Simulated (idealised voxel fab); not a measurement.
The following is a process module called voxel self aligned contacts.
This is section cut - it's 245 nm across, gridded in 5 nm square cells.
Notation: cross-section as square-cell grid; stated in bands, top first, going down; one or more cell rows per band. Band: top height; bottom height; in nm. Then, left to right: material with width in nm, for each material. "all across": a single material spanning edge to edge. "air": empty space. The level at which height equals 0 is the one under which the wafer, as it arrives, is entirely one material. No lower edge exists for the bottom band, which continues downward and is notated as in "0 -> down". So if you see something like "30 to 40" for the width, read it as the top row of the band sitting at the first number and the bottom row at the second, with every row in between moving by the same amount as the last. Where a step carries "identical to before", the cross-section came out of it unchanged, cell for cell. So "Closed void listing" is basically the list of trapped voids: any empty space of 8 cells or more that can't reach the top through an opening. They're written width x height at distance, the distance being from the left edge, and it's all nm. Anything after a step's settings on that line? It's the simulator's own note about the step. On any step carrying a mask, the "overlay nm" setting, if present on the step's line, tells how far right of its planned place the mask lay; negative values point to the left.

PLAN
step 1: RECEIVE [material Si]
step 2: CONFORMAL_DEP [material SiO2] [thk nm 5]
step 3: DIRECTIONAL_DEP [material polySi] [thk nm 20]
step 4: DIRECTIONAL_DEP [material SiN] [thk nm 25]
step 5: DIRECTIONAL_DEP [material aC] [thk nm 10]
step 6: PATTERN [tone cover] [mask id GATE] [material resist] [width nm 25] [pitch nm 70] [thk nm 30] [overlay nm 0]
step 7: DIRECTIONAL_ETCH [etch materials aC] [depth nm 10]
step 8: STRIP [etch materials resist]
step 9: DIRECTIONAL_ETCH [etch materials SiN] [depth nm 25]
step 10: DIRECTIONAL_ETCH [etch materials polySi] [depth nm 20]
step 11: STRIP [etch materials aC]
step 12: CONFORMAL_DEP [material SiN] [thk nm 10]
step 13: DIRECTIONAL_ETCH [etch materials SiN] [depth nm 10]
step 14: FILL_DEP [material SiO2] [thk nm 10]
step 15: CMP [height nm 55]
step 16: MASKED_ETCH [tone open] [mask id CONTACT] [width nm 55] [pitch nm 70] [etch materials SiO2] [depth nm 55] [overlay nm 0]
step 17: CONFORMAL_DEP [material TiN] [thk nm 5]
step 18: FILL_DEP [material W] [thk nm 5]
step 19: CMP [height nm 55]
step 20: CONFORMAL_DEP [material SiCN] [thk nm 5]

AS RECEIVED (POST STEP 1): CROSS-SECTION
	0 -> down | Si all across
	Closed void listing: none

RESULT OF THE MODULE, CROSS-SECTIONED: START PER ABOVE, PLAN PER ABOVE, ONE ERROR IN HOW IT WAS RUN
	60 -> 55 | SiCN all across
	55 -> 50 | SiO2=30; aC=45; TiN=5; W=15; TiN=5; aC=45; TiN=5; W=15; TiN=5; aC=45; SiO2=30
	50 -> 25 | SiO2=30; aC=10; SiN=25; aC=10; TiN=5; W=15; TiN=5; aC=10; SiN=25; aC=10; TiN=5; W=15; TiN=5; aC=10; SiN=25; aC=10; SiO2=30
	25 -> 20 | SiO2=30; aC=10; polySi=25; aC=10; TiN=5; W=15; TiN=5; aC=10; polySi=25; aC=10; TiN=5; W=15; TiN=5; aC=10; polySi=25; aC=10; SiO2=30
	20 -> 15 | SiO2=30; aC=10; polySi=25; aC=10; TiN=25; aC=10; polySi=25; aC=10; TiN=25; aC=10; polySi=25; aC=10; SiO2=30
	15 -> 5 | aC=40; polySi=25; aC=45; polySi=25; aC=45; polySi=25; aC=40
	5 -> 0 | SiO2 all across
	0 -> down | Si all across
	Closed void listing: none
What broke from the plan during processing? heads up, step 12 didn't go per plan, it actually ran as CONFORMAL_DEP [material aC] [thk nm 10]
